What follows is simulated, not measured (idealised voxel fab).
A process module follows: voxel ribs on slabs.
The figure presents cross-section cut, which has a width of 285 nm and is divided into square cells with an edge length of 5 nm.
In this document a cross-section is written as a grid of square cells. It is given as a series of bands, listed from the top down, and a band is one or more rows of cells. In this notation a band is specified by the heights of its top and bottom, in that order and in nm, after which its materials appear from left to right, each paired with its width in nm. The word "full width" attached to a single material means that material fills the band from edge to edge; the word "air" stands for empty space. Height is counted from the level 0, under which the received wafer is composed throughout of one material. The lowest of the bands is not closed at the bottom but continues downward, in the notation "0..down". Width: "30..40" (first number = top row, second number = bottom row, same change from row to row of cells). Step note "everything unchanged" = no cross-section cell changed. Closed empty spaces (no open way to the top) of 8 cells or more are what "Unvented voids" lists, each as width x height at distance from the left edge, nm for all three. The remark found on a step's line after its settings is issued by the simulator itself and pertains to that step. overlay nm: for a step with a mask, the amount by which the mask lay right of where it was planned; a negative amount means left of it.
Process steps - plan
step 1: RECEIVE (material Si)
step 2: DIRECTIONAL_DEP (material SiO2; thk nm 20)
step 3: DIRECTIONAL_DEP (material SiN; thk nm 20)
step 4: MASKED_ETCH (tone cover; mask id RIB; width nm 20; etch materials SiN; depth nm 10; overlay nm 0)
step 5: PATTERN (tone cover; mask id SLAB; material resist; width nm 60; thk nm 20; overlay nm 0)
step 6: DIRECTIONAL_ETCH (etch materials SiN; depth nm 10)
step 7: STRIP (etch materials resist)
step 8: FILL_DEP (material SiO2; thk nm 20)
step 9: CMP (height nm 55)
step 10: DIRECTIONAL_DEP (material W; thk nm 10)
step 11: MASKED_ETCH (tone cover; mask id HEATER; width nm 30; etch materials W; depth nm 10; overlay nm 0)
step 12: CONFORMAL_DEP (material SiO2; thk nm 10)
as received, after step 1
  0..down | Si full width
  Unvented voids: none
The plan above was carried out on the starting structure above with one mistake, and this cross-section shows the wafer at the end of the module
  65..55 | air (125); W (30); air (130)
  55..40 | SiO2 full width
  40..30 | SiO2 (130); SiN (20); SiO2 (135)
  30..20 | SiO2 (110); SiN (60); SiO2 (115)
  20..0 | SiO2 full width
  0..down | Si full width
  Unvented voids: none
Deviation from plan: yeah, step 12 of the plan got skipped, never ran
